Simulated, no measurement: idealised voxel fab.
Process module heading - voxel gate over fins
Square cells of 5 nm make up the cross-section cut, whose width is 255 nm.
Cross-section layout: square cells on a grid; listed as bands, top to bottom; a band spans one or more cell rows.
Heads up on the band format: heights come first, top then bottom, in nm. After that it's the materials left to right, each with its width in nm. A single material flagged "everywhere" fills the whole band edge to edge, and "air" means there's empty space there.
Convention: height 0 is the level below which the wafer, as received, is all one material. The lowest band does not terminate at the bottom but continues downward, represented as "0 and below".
A width such as "30..40" changes by the same amount from each row of cells to the next, from the band's top row to its bottom row.
"same as before" (step): cross-section cells unchanged, all of them.
Look at "Enclosed void listing" for the closed voids: empty spaces with no open path to the top, sized 8 cells or up. Each is width x height at distance, distance from the left edge, all nm.
The remark found on a step's line after its settings is issued by the simulator itself and pertains to that step.
overlay nm: how far to the right of its planned place the mask lay on this masked step (negative: to the left).

The planned process steps are enumerated hereunder:
1,RECEIVE, material Si
2,CONFORMAL_DEP, material SiN, thk nm 10
3,DIRECTIONAL_DEP, material aC, thk nm 10
4,PATTERN, tone cover, mask id FINS, material resist, width nm 15, pitch nm 45, thk nm 25, overlay nm 0
5,DIRECTIONAL_ETCH, etch materials aC, depth nm 10
6,STRIP, etch materials resist
7,DIRECTIONAL_ETCH, etch materials SiN, depth nm 10
8,DIRECTIONAL_ETCH, etch materials Si, depth nm 40
9,STRIP, etch materials aC
10,FILL_DEP, material SiO2, thk nm 5
11,CMP, height nm 10
12,SELECTIVE_ETCH, etch materials SiO2, depth nm 25
13,STRIP, etch materials SiN
14,CONFORMAL_DEP, material HfO2, thk nm 5
15,CONFORMAL_DEP, material TiN, thk nm 5
16,FILL_DEP, material W, thk nm 15
17,CMP, height nm 20
18,CONFORMAL_DEP, material SiN, thk nm 5
Variable across wafers: step 4 width nm (plan value is that of the first wafer; starting state common to all).

Cross-sectional view of the first of several wafers in the as-received condition, corresponding to the state following step 1:
> 0 and below: Si everywhere
> Enclosed void listing: none

Shown in cross-section: the first of several wafers at the end of the module, after its last step, step 18:
> 25 down to 20: SiN everywhere
> 20 down to 10: W everywhere
> 10 down to 5: 65 W | 35 TiN | 10 W | 35 TiN | 10 W | 35 TiN | 65 W
> 5 down to 0: 65 W | 5 TiN | 25 HfO2 | 5 TiN | 10 W | 5 TiN | 25 HfO2 | 5 TiN | 10 W | 5 TiN | 25 HfO2 | 5 TiN | 65 W
> 0 down to -5: 65 W | 5 TiN | 5 HfO2 | 15 Si | 5 HfO2 | 5 TiN | 10 W | 5 TiN | 5 HfO2 | 15 Si | 5 HfO2 | 5 TiN | 10 W | 5 TiN | 5 HfO2 | 15 Si | 5 HfO2 | 5 TiN | 65 W
> -5 down to -10: 70 TiN | 5 HfO2 | 15 Si | 5 HfO2 | 20 TiN | 5 HfO2 | 15 Si | 5 HfO2 | 20 TiN | 5 HfO2 | 15 Si | 5 HfO2 | 70 TiN
> -10 down to -15: 75 HfO2 | 15 Si | 30 HfO2 | 15 Si | 30 HfO2 | 15 Si | 75 HfO2
> -15 down to -40: 75 SiO2 | 15 Si | 30 SiO2 | 15 Si | 30 SiO2 | 15 Si | 75 SiO2
> -40 and below: Si everywhere
> Enclosed void listing: none

Final wafer of several, shown in cross-section at the end of the module:
> 25 down to 20: SiN everywhere
> 20 down to 10: W everywhere
> 10 down to 5: 60 W | 140 TiN | 55 W
> 5 down to 0: 60 W | 5 TiN | 40 HfO2 | 5 TiN | 40 HfO2 | 5 TiN | 40 HfO2 | 5 TiN | 55 W
> 0 down to -5: 60 W | 5 TiN | 5 HfO2 | 30 Si | 5 HfO2 | 5 TiN | 5 HfO2 | 30 Si | 5 HfO2 | 5 TiN | 5 HfO2 | 30 Si | 5 HfO2 | 5 TiN | 55 W
> -5 down to -10: 65 TiN | 5 HfO2 | 30 Si | 5 HfO2 | 5 TiN | 5 HfO2 | 30 Si | 5 HfO2 | 5 TiN | 5 HfO2 | 30 Si | 5 HfO2 | 60 TiN
> -10 down to -15: 70 HfO2 | 30 Si | 15 HfO2 | 30 Si | 15 HfO2 | 30 Si | 65 HfO2
> -15 down to -40: 70 SiO2 | 30 Si | 15 SiO2 | 30 Si | 15 SiO2 | 30 Si | 65 SiO2
> -40 and below: Si everywhere
> Enclosed void listing: none

Basically each wafer gets a line in the table, showing it at the end of the module: material by material, the cells it gained (+) or lost (-) since we got it, then its closed voids:
width nm 15, +69 HfO2, -336 Si, +51 SiN, +210 SiO2, +69 TiN, +192 W, Enclosed void listing: none
width nm 20, +69 HfO2, -312 Si, +51 SiN, +195 SiO2, +69 TiN, +183 W, Enclosed void listing: none
width nm 25, +69 HfO2, -288 Si, +51 SiN, +180 SiO2, +69 TiN, +174 W, Enclosed void listing: none
width nm 30, +69 HfO2, -264 Si, +51 SiN, +165 SiO2, +63 TiN, +171 W, Enclosed void listing: none
